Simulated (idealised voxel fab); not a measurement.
Process module in this document: voxel capacitor over wiring
The width of the displayed cross-section, cut, is 295 nm; its cells are square, with a size of 5 nm.
Just so we're on the same page, the cross-sections are grids of square cells, and they're listed out in bands top to bottom, each band one or more rows deep.
Within each band entry, the heights of the top and of the bottom of the band appear first, in that order and in nm; the materials of the band then follow from left to right, each with its corresponding width in nm. The designation "throughout" on a single material indicates that it fills the band from edge to edge; the designation "empty" indicates empty space.
A quick word on heights: they are counted from 0, and under that level the wafer as it came to us is one material throughout. The lowest band is different from the rest in having no bottom; it simply continues downward, written as in "0 -> down".
The width entry "30 to 40" should be interpreted row by row: the top row of cells in the band takes the first number, the bottom row takes the second number, and the change between adjacent rows is uniform throughout.
The cross-section has no changed cell in any step marked "left unchanged".
Listed in "Fully sealed cavities": every empty space of 8 or more cells without an open way to the top. Form: width x height at distance, the distance being from the left edge, all in nm.
Note: text after step settings on the step line = simulator remark on that step.
overlay nm: step with mask; distance mask lay right of planned place; negative value = left of planned place.
**plan**
- 1: op RECEIVE | material Si
- 2: op CONFORMAL_DEP | material SiO2 | thk nm 15
- 3: op CONFORMAL_DEP | material SiCN | thk nm 5
- 4: op DIRECTIONAL_DEP | material lowk | thk nm 15
- 5: op DIRECTIONAL_DEP | material aC | thk nm 10
- 6: op PATTERN | tone open | mask id METAL_1 | material resist | width nm 20 | pitch nm 85 | thk nm 30 | overlay nm 0
- 7: op DIRECTIONAL_ETCH | etch materials aC | depth nm 10
- 8: op STRIP | etch materials resist
- 9: op DIRECTIONAL_ETCH | etch materials lowk | depth nm 15
- 10: op DIRECTIONAL_ETCH | etch materials SiCN | depth nm 5
- 11: op STRIP | etch materials aC
- 12: op CONFORMAL_DEP | material TiN | thk nm 5
- 13: op FILL_DEP | material Cu | thk nm 10
- 14: op CMP | height nm 35
- 15: op CONFORMAL_DEP | material SiCN | thk nm 5
- 16: op DIRECTIONAL_DEP | material SiO2 | thk nm 20
- 17: op PATTERN | tone open | mask id PLUG_1 | material resist | width nm 15 | thk nm 20 | overlay nm 0
- 18: op DIRECTIONAL_ETCH | etch materials SiO2 | depth nm 20
- 19: op DIRECTIONAL_ETCH | etch materials SiCN | depth nm 5
- 20: op STRIP | etch materials resist
- 21: op EPI | material Ru | thk nm 10
- 22: op EPI | material Ru | thk nm 10
- 23: op EPI | material Ru | thk nm 5
- 24: op DIRECTIONAL_DEP | material TiN | thk nm 5
- 25: op DIRECTIONAL_DEP | material HfO2 | thk nm 5
- 26: op DIRECTIONAL_DEP | material TiN | thk nm 5
- 27: op DIRECTIONAL_DEP | material aC | thk nm 15
- 28: op PATTERN | tone cover | mask id UPPER_PLATE | material resist | width nm 70 | thk nm 35 | overlay nm 0
- 29: op DIRECTIONAL_ETCH | etch materials aC | depth nm 15
- 30: op STRIP | etch materials resist
- 31: op DIRECTIONAL_ETCH | etch materials TiN | depth nm 5
- 32: op DIRECTIONAL_ETCH | etch materials HfO2 | depth nm 5
- 33: op STRIP | etch materials aC
- 34: op DIRECTIONAL_DEP | material aC | thk nm 15
- 35: op PATTERN | tone cover | mask id LOWER_PLATE | material resist | width nm 80 | thk nm 35 | overlay nm 0
- 36: op DIRECTIONAL_ETCH | etch materials aC | depth nm 15
- 37: op STRIP | etch materials resist
- 38: op DIRECTIONAL_ETCH | etch materials TiN | depth nm 5
- 39: op STRIP | etch materials aC
- 40: op FILL_DEP | material SiO2 | thk nm 20
- 41: op CMP | height nm 90
- 42: op DIRECTIONAL_DEP | material aC | thk nm 15
- 43: op PATTERN | tone open | mask id PLUG_2 | material resist | width nm 15 | thk nm 35 | overlay nm 0
- 44: op DIRECTIONAL_ETCH | etch materials aC | depth nm 15
- 45: op STRIP | etch materials resist
- 46: op DIRECTIONAL_ETCH | etch materials SiO2 | depth nm 15
- 47: op STRIP | etch materials aC
- 48: op CONFORMAL_DEP | material TiN | thk nm 5
- 49: op FILL_DEP | material Cu | thk nm 10
- 50: op CMP | height nm 90
- 51: op CONFORMAL_DEP | material SiCN | thk nm 5
**Cross-section of the wafer as it came to us, i.e., already through step 1**
    0 -> down | Si throughout
    Fully sealed cavities: none
**Final cross-section, module run with one mistake (start and plan as above)**
    95 -> 90 | SiCN throughout
    90 -> 80 | SiO2 110, then TiN 5, then Cu 5, then TiN 5, then SiO2 170
    80 -> 70 | SiO2 110 to 115, then TiN 15 to 55, then SiO2 170 to 125
    70 -> 65 | SiO2 100, then TiN 15, then HfO2 55, then SiO2 125
    65 -> 60 | SiO2 95, then TiN 5, then HfO2 15, then TiN 60, then SiO2 120
    60 -> 55 | SiCN 100, then TiN 15, then SiCN 180
    55 -> 35 | SiO2 throughout
    35 -> 20 | lowk 95, then TiN 5, then Cu 10, then TiN 5, then lowk 65, then TiN 5, then Cu 10, then TiN 5, then lowk 95
    20 -> 15 | SiCN 95, then TiN 20, then SiCN 65, then TiN 20, then SiCN 95
    15 -> 0 | SiO2 throughout
    0 -> down | Si throughout
    Fully sealed cavities: none
Want to know what went wrong? steps 15 and 16 got flipped, so each one ran where the other should have
